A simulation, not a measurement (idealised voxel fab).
process module | voxel gate over fins
cross-section cut | 295 nm wide | cells 5 nm
A cross-section is a grid of square cells, given in bands from the top down. A band is one or more rows of cells.
Each band's line starts with the height of the band's top and of its bottom, in nm. Then come its materials from left to right, each with its width in nm. One material with "throughout" fills the band from edge to edge. "air" is empty space.
Height 0 is the level under which the wafer as received is all one material. The lowest band goes on downwards, as in "0 down".
A width such as "30 to 40" changes by the same amount from each row of cells to the next, from the band's top row to its bottom row.
"no change" after a step means that no cell of the cross-section changed.
closed voids: empty space of 8 cells or more with no open way to the top, each as width x height at its distance from the left edge, in nm
after a step's settings: what the simulator itself notes on the step
overlay nm, on a step with a mask: how far to the right of its planned place the mask lay; to the left if negative
plan
1 op RECEIVE | material Si
2 op CONFORMAL_DEP | material SiN | thk nm 10
3 op PATTERN | tone cover | mask id FINS | material resist | width nm 15 | pitch nm 45 | thk nm 15 | overlay nm 0
4 op DIRECTIONAL_ETCH | etch materials SiN | depth nm 10
5 op DIRECTIONAL_ETCH | etch materials Si | depth nm 40
6 op STRIP | etch materials resist
7 op OXIDIZE | depth nm 5
8 op FILL_DEP | material SiO2 | thk nm 15
9 op CMP | height nm 10
10 op SELECTIVE_ETCH | etch materials SiO2 | depth nm 25
11 op STRIP | etch materials SiN
12 op CONFORMAL_DEP | material HfO2 | thk nm 5
13 op CONFORMAL_DEP | material TiN | thk nm 5
14 op CONFORMAL_DEP | material TiAl | thk nm 5
15 op CONFORMAL_DEP | material TiN | thk nm 5
16 op FILL_DEP | material W | thk nm 15
17 op CMP | height nm 30
18 op CONFORMAL_DEP | material SiCN | thk nm 5
as received, after step 1
  0 down: Si throughout
  closed voids: none
first wafer at the end, as planned
  35 to 30: SiCN throughout
  30 to 20: W throughout
  20 to 15: W 55 | TiN 180 | W 60
  15 to 10: W 55 | TiN 5 | TiAl 35 | TiN 10 | TiAl 35 | TiN 10 | TiAl 35 | TiN 10 | TiAl 35 | TiN 5 | W 60
  10 to 5: W 55 | TiN 5 | TiAl 5 | TiN 25 | TiAl 5 | TiN 10 | TiAl 5 | TiN 25 | TiAl 5 | TiN 10 | TiAl 5 | TiN 25 | TiAl 5 | TiN 10 | TiAl 5 | TiN 25 | TiAl 5 | TiN 5 | W 60
  5 to 0: TiN 60 | TiAl 5 | TiN 5 | HfO2 15 | TiN 5 | TiAl 5 | TiN 10 | TiAl 5 | TiN 5 | HfO2 15 | TiN 5 | TiAl 5 | TiN 10 | TiAl 5 | TiN 5 | HfO2 15 | TiN 5 | TiAl 5 | TiN 10 | TiAl 5 | TiN 5 | HfO2 15 | TiN 5 | TiAl 5 | TiN 65
  0 to -5: TiAl 65 | TiN 5 | HfO2 5 | Si 5 | HfO2 5 | TiN 5 | TiAl 20 | TiN 5 | HfO2 5 | Si 5 | HfO2 5 | TiN 5 | TiAl 20 | TiN 5 | HfO2 5 | Si 5 | HfO2 5 | TiN 5 | TiAl 20 | TiN 5 | HfO2 5 | Si 5 | HfO2 5 | TiN 5 | TiAl 70
  -5 to -10: TiN 70 | HfO2 5 | Si 5 | HfO2 5 | TiN 30 | HfO2 5 | Si 5 | HfO2 5 | TiN 30 | HfO2 5 | Si 5 | HfO2 5 | TiN 30 | HfO2 5 | Si 5 | HfO2 5 | TiN 75
  -10 to -15: HfO2 75 | Si 5 | HfO2 40 | Si 5 | HfO2 40 | Si 5 | HfO2 40 | Si 5 | HfO2 80
  -15 to -45: SiO2 75 | Si 5 | SiO2 40 | Si 5 | SiO2 40 | Si 5 | SiO2 40 | Si 5 | SiO2 80
  -45 down: Si throughout
  closed voids: none
second wafer at the end: like start, like plan, one mistake
  35 to 30: SiCN throughout
  30 to 20: W throughout
  20 to 15: W 55 | TiN 180 | W 60
  15 to 10: W 55 | TiN 5 | TiAl 35 | TiN 10 | TiAl 35 | TiN 10 | TiAl 35 | TiN 10 | TiAl 35 | TiN 5 | W 60
  10 to 5: W 55 | TiN 5 | TiAl 5 | TiN 25 | TiAl 5 | TiN 10 | TiAl 5 | TiN 25 | TiAl 5 | TiN 10 | TiAl 5 | TiN 25 | TiAl 5 | TiN 10 | TiAl 5 | TiN 25 | TiAl 5 | TiN 5 | W 60
  5 to 0: TiN 60 | TiAl 5 | TiN 5 | HfO2 15 | TiN 5 | TiAl 5 | TiN 10 | TiAl 5 | TiN 5 | HfO2 15 | TiN 5 | TiAl 5 | TiN 10 | TiAl 5 | TiN 5 | HfO2 15 | TiN 5 | TiAl 5 | TiN 10 | TiAl 5 | TiN 5 | HfO2 15 | TiN 5 | TiAl 5 | TiN 65
  0 to -5: TiAl 65 | TiN 5 | HfO2 5 | Si 5 | HfO2 5 | TiN 5 | TiAl 5 | TiN 10 | TiAl 5 | TiN 5 | HfO2 5 | Si 5 | HfO2 5 | TiN 5 | TiAl 5 | TiN 10 | TiAl 5 | TiN 5 | HfO2 5 | Si 5 | HfO2 5 | TiN 5 | TiAl 5 | TiN 10 | TiAl 5 | TiN 5 | HfO2 5 | Si 5 | HfO2 5 | TiN 5 | TiAl 70
  -5 to -10: TiN 55 | TiAl 10 | TiN 5 | HfO2 5 | Si 5 | HfO2 5 | TiN 5 | TiAl 5 | TiN 10 | TiAl 5 | TiN 5 | HfO2 5 | Si 5 | HfO2 5 | TiN 5 | TiAl 5 | TiN 10 | TiAl 5 | TiN 5 | HfO2 5 | Si 5 | HfO2 5 | TiN 5 | TiAl 5 | TiN 10 | TiAl 5 | TiN 5 | HfO2 5 | Si 5 | HfO2 5 | TiN 5 | TiAl 10 | TiN 60
  -10 to -15: HfO2 50 | TiN 5 | TiAl 10 | TiN 5 | HfO2 5 | Si 5 | HfO2 5 | TiN 5 | TiAl 20 | TiN 5 | HfO2 5 | Si 5 | HfO2 5 | TiN 5 | TiAl 20 | TiN 5 | HfO2 5 | Si 5 | HfO2 5 | TiN 5 | TiAl 20 | TiN 5 | HfO2 5 | Si 5 | HfO2 5 | TiN 5 | TiAl 10 | TiN 5 | HfO2 55
  -15 to -20: SiO2 45 | HfO2 5 | TiN 20 | HfO2 5 | Si 5 | HfO2 5 | TiN 30 | HfO2 5 | Si 5 | HfO2 5 | TiN 30 | HfO2 5 | Si 5 | HfO2 5 | TiN 30 | HfO2 5 | Si 5 | HfO2 5 | TiN 20 | HfO2 5 | SiO2 50
  -20 to -25: SiO2 45 | HfO2 30 | Si 5 | HfO2 40 | Si 5 | HfO2 40 | Si 5 | HfO2 40 | Si 5 | HfO2 30 | SiO2 50
  -25 to -45: SiO2 75 | Si 5 | SiO2 40 | Si 5 | SiO2 40 | Si 5 | SiO2 40 | Si 5 | SiO2 80
  -45 down: Si throughout
  closed voids: none
what went wrong: steps 10 and 11 were swapped
at the end the second wafer has, in cells: 20 more of HfO2 | 72 fewer of SiO2 | 20 more of TiAl | 32 more of TiN
